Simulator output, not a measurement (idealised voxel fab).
A process module follows: voxel self aligned vias.
Section cut is 220 nm wide and gridded with 5 nm square cells.
Notation: cross-section as square-cell grid; stated in bands, top first, going down; one or more cell rows per band.
Band entry format. Leading values: height of top, height of bottom, nm. Remainder: materials in left-to-right order, each with its width in nm. Special words: "everywhere" on a single material, which then fills the band edge to edge; "air", empty space.
Heights are expressed relative to 0, this being the level below which the as-received wafer comprises one material exclusively. The lowest band is unbounded in the downward direction and is denoted as in "0 -> down".
Note: "30..40" means the width goes from the first number (top row of the band) to the second number (bottom row) in equal steps per row of cells.
Any step labelled "no change" changed none of the cells in the cross-section.
"Voids, sealed" specifies each empty space that is not open to the top and that occupies no fewer than 8 cells, using the form width x height at distance, the distance measured from the left edge and all three quantities in nm.
It should be noted that, on the line of a given step, the content following the step's settings is a remark produced by the simulator itself with respect to that step.
The setting "overlay nm" may be written on the line of a step. When the step uses a mask, the value reports how far to the right of the planned place the mask lay, and a negative value reports that it lay to the left.

-- Set out below are the planned steps of the process
1,op RECEIVE | material Si
2,op CONFORMAL_DEP | material SiO2 | thk nm 10
3,op CONFORMAL_DEP | material SiCN | thk nm 5
4,op DIRECTIONAL_DEP | material SiO2 | thk nm 25
5,op PATTERN | tone open | mask id LINES | material resist | width nm 20 | pitch nm 50 | thk nm 15 | overlay nm 0
6,op DIRECTIONAL_ETCH | etch materials SiO2 | depth nm 25
7,op STRIP | etch materials resist
8,op CONFORMAL_DEP | material TiN | thk nm 5
9,op FILL_DEP | material W | thk nm 10
10,op CMP | height nm 40
11,op SELECTIVE_ETCH | etch materials W Ru TiN | depth nm 5
12,op FILL_DEP | material SiN | thk nm 10
13,op CMP | height nm 40
14,op DIRECTIONAL_DEP | material SiO2 | thk nm 15
15,op MASKED_ETCH | tone open | mask id VIAS | width nm 30 | pitch nm 100 | etch materials SiO2 | depth nm 15 | overlay nm 0
16,op MASKED_ETCH | tone open | mask id VIAS | width nm 30 | pitch nm 100 | etch materials SiN | depth nm 5 | overlay nm 0
17,op CONFORMAL_DEP | material TiN | thk nm 5
18,op FILL_DEP | material Ru | thk nm 10
19,op CMP | height nm 55
20,op CONFORMAL_DEP | material SiN | thk nm 5

-- Cross-section of the incoming wafer, state after step 1
- 0 -> down | Si everywhere
- Voids, sealed: none

-- Here's the wafer cut in cross-section after the module, started and planned just like above, except one thing was done wrong in the run
- 60 -> 55 | SiN everywhere
- 55 -> 45 | 45 SiO2 | 5 TiN | 20 Ru | 5 TiN | 70 SiO2 | 5 TiN | 20 Ru | 5 TiN | 45 SiO2
- 45 -> 40 | 45 SiO2 | 30 TiN | 70 SiO2 | 30 TiN | 45 SiO2
- 40 -> 35 | 50 SiO2 | 5 TiN | 10 W | 5 TiN | 30 SiO2 | 5 SiN | 10 W | 5 SiN | 30 SiO2 | 5 TiN | 10 W | 5 TiN | 50 SiO2
- 35 -> 20 | 50 SiO2 | 5 TiN | 10 W | 5 TiN | 30 SiO2 | 5 TiN | 10 W | 5 TiN | 30 SiO2 | 5 TiN | 10 W | 5 TiN | 50 SiO2
- 20 -> 15 | 50 SiO2 | 20 TiN | 30 SiO2 | 20 TiN | 30 SiO2 | 20 TiN | 50 SiO2
- 15 -> 10 | SiCN everywhere
- 10 -> 0 | SiO2 everywhere
- 0 -> down | Si everywhere
- Voids, sealed: none
Which mistake was made when the wafer was run? rather than as planned, step 11 actually ran as op SELECTIVE_ETCH | etch materials TiN | depth nm 5
